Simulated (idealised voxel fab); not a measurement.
process module | voxel capacitor over wiring
cross-section cut | 275 nm wide | cells 5 nm
A cross-section is a grid of square cells, given in bands from the top down. A band is one or more rows of cells.
Each band's line starts with the height of the band's top and of its bottom, in nm. Then come its materials from left to right, each with its width in nm. One material with "throughout" fills the band from edge to edge. "air" is empty space.
Height 0 is the level under which the wafer as received is all one material. The lowest band goes on downwards, as in "0 down".
A width such as "30 to 40" changes by the same amount from each row of cells to the next, from the band's top row to its bottom row.
"no change" after a step means that no cell of the cross-section changed.
closed voids: empty space of 8 cells or more with no open way to the top, each as width x height at its distance from the left edge, in nm
after a step's settings: what the simulator itself notes on the step
overlay nm, on a step with a mask: how far to the right of its planned place the mask lay; to the left if negative
plan
1 op RECEIVE | material Si
2 op CONFORMAL_DEP | material SiO2 | thk nm 15
3 op CONFORMAL_DEP | material SiCN | thk nm 5
4 op DIRECTIONAL_DEP | material lowk | thk nm 25
5 op PATTERN | tone open | mask id METAL_1 | material resist | width nm 20 | pitch nm 80 | thk nm 15 | overlay nm 0
6 op DIRECTIONAL_ETCH | etch materials lowk | depth nm 25
7 op DIRECTIONAL_ETCH | etch materials SiCN | depth nm 5
8 op STRIP | etch materials resist
9 op CONFORMAL_DEP | material TiN | thk nm 5
10 op FILL_DEP | material W | thk nm 10
11 op CMP | height nm 45
12 op EPI | material Ru | thk nm 5
13 op FILL_DEP | material SiCN | thk nm 5
14 op DIRECTIONAL_DEP | material SiO2 | thk nm 10
15 op PATTERN | tone open | mask id PLUG_1 | material resist | width nm 15 | thk nm 15 | overlay nm 0
16 op DIRECTIONAL_ETCH | etch materials SiO2 | depth nm 10
17 op DIRECTIONAL_ETCH | etch materials SiCN | depth nm 5
18 op STRIP | etch materials resist
19 op CONFORMAL_DEP | material TiN | thk nm 5
20 op FILL_DEP | material W | thk nm 5
21 op CMP | height nm 65
22 op DIRECTIONAL_DEP | material TiN | thk nm 5
23 op DIRECTIONAL_DEP | material SiN | thk nm 5
24 op DIRECTIONAL_DEP | material TiN | thk nm 10
25 op DIRECTIONAL_DEP | material aC | thk nm 15
26 op PATTERN | tone cover | mask id UPPER_PLATE | material resist | width nm 65 | thk nm 30 | overlay nm 0
27 op DIRECTIONAL_ETCH | etch materials aC | depth nm 15
28 op STRIP | etch materials resist
29 op DIRECTIONAL_ETCH | etch materials TiN | depth nm 10
30 op DIRECTIONAL_ETCH | etch materials SiN | depth nm 5
31 op STRIP | etch materials aC
32 op PATTERN | tone cover | mask id LOWER_PLATE | material resist | width nm 75 | thk nm 15 | overlay nm 0
33 op DIRECTIONAL_ETCH | etch materials TiN | depth nm 5
34 op STRIP | etch materials resist
35 op FILL_DEP | material SiO2 | thk nm 15
36 op CMP | height nm 95
37 op MASKED_ETCH | tone open | mask id PLUG_2 | width nm 15 | etch materials SiO2 | depth nm 10 | overlay nm 0
38 op CONFORMAL_DEP | material TiN | thk nm 5
39 op FILL_DEP | material Ru | thk nm 5
40 op CMP | height nm 95
41 op CONFORMAL_DEP | material SiN | thk nm 5
varied across the wafers: width nm of step 15. The plan shows the first wafer's value. All wafers start alike
first wafer as received, after step 1
  0 down: Si throughout
  closed voids: none
each wafer at the end: cells of each material gained (+) or lost (-) since it was received, then its closed voids
width nm 15 | +13 Ru | +142 SiCN | +68 SiN | +539 SiO2 | +81 TiN | +22 W | +235 lowk | closed voids: none
width nm 20 | +13 Ru | +141 SiCN | +68 SiN | +537 SiO2 | +82 TiN | +24 W | +235 lowk | closed voids: none
width nm 25 | +13 Ru | +140 SiCN | +68 SiN | +535 SiO2 | +83 TiN | +26 W | +235 lowk | closed voids: none
width nm 30 | +13 Ru | +139 SiCN | +68 SiN | +533 SiO2 | +84 TiN | +28 W | +235 lowk | closed voids: none
